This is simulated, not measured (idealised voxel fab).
The following process module bears the name voxel ribs on slabs.
It is cross-section cut that appears here, measuring 295 nm in width, its square cells being 5 nm in size.
When this document writes out a cross-section, it uses a grid of square cells and lists it as bands, beginning at the top and moving down, with a band standing for one or more rows of cells.
Heights first: top, then bottom, in nm. Then materials, left to right, each with a width in nm. "throughout" on a single material: fills the band edge to edge. "empty": empty space.
Below 0: as-received wafer, all one material; heights counted from there. Lowest band: no bottom, goes on down, written "top 0, no bottom".
You'd read "30 to 40" like this: the band's top row of cells is as wide as the first number, its bottom row is as wide as the second, and going down, every row changes width by the same amount as the row before did.
Basically "left unchanged" means that step didn't change any cell in the cross-section.
Closed-off voids of 8+ cells (no open route to the top) go in "Completely sealed voids", written width x height at distance from the left edge, in nm.
Heads up: the bit after the settings on a step's line is the simulator's remark on that step.
Among the settings permitted on a step's line is "overlay nm"; applied to a step with a mask, it specifies the extent to which the mask lay to the right of its planned position, whereas a negative figure signifies a position to the left.

Below is the list of planned process steps:
| 1 | RECEIVE, material Si |
| 2 | DIRECTIONAL_DEP, material SiO2, thk nm 20 |
| 3 | DIRECTIONAL_DEP, material SiN, thk nm 15 |
| 4 | PATTERN, tone cover, mask id RIB, material resist, width nm 25, thk nm 15, overlay nm 0 |
| 5 | DIRECTIONAL_ETCH, etch materials SiN, depth nm 10 |
| 6 | STRIP, etch materials resist |
| 7 | PATTERN, tone cover, mask id SLAB, material resist, width nm 65, thk nm 15, overlay nm 0 |
| 8 | DIRECTIONAL_ETCH, etch materials SiN, depth nm 5 |
| 9 | STRIP, etch materials resist |
| 10 | FILL_DEP, material SiO2, thk nm 15 |
| 11 | CMP, height nm 45 |
| 12 | DIRECTIONAL_DEP, material TiN, thk nm 10 |
| 13 | MASKED_ETCH, tone cover, mask id HEATER, width nm 35, etch materials TiN, depth nm 10, overlay nm 0 |
| 14 | CONFORMAL_DEP, material SiN, thk nm 10 |

as received, after step 1:
    top 0, no bottom = Si throughout
    Completely sealed voids: none

a wafer at the end: this start, this plan, one mistake:
    top 65, bottom 55 = 120 of empty / 55 of SiN / 120 of empty
    top 55, bottom 45 = 130 of SiN / 35 of TiN / 130 of SiN
    top 45, bottom 35 = SiO2 throughout
    top 35, bottom 25 = 135 of SiO2 / 30 of SiN / 130 of SiO2
    top 25, bottom 20 = 115 of SiO2 / 65 of SiN / 115 of SiO2
    top 20, bottom 0 = SiO2 throughout
    top 0, no bottom = Si throughout
    Completely sealed voids: none
Short version of what went wrong: heads up, step 4 didn't go per plan, it actually ran as PATTERN, tone cover, mask id RIB, material resist, width nm 30, thk nm 15, overlay nm 0
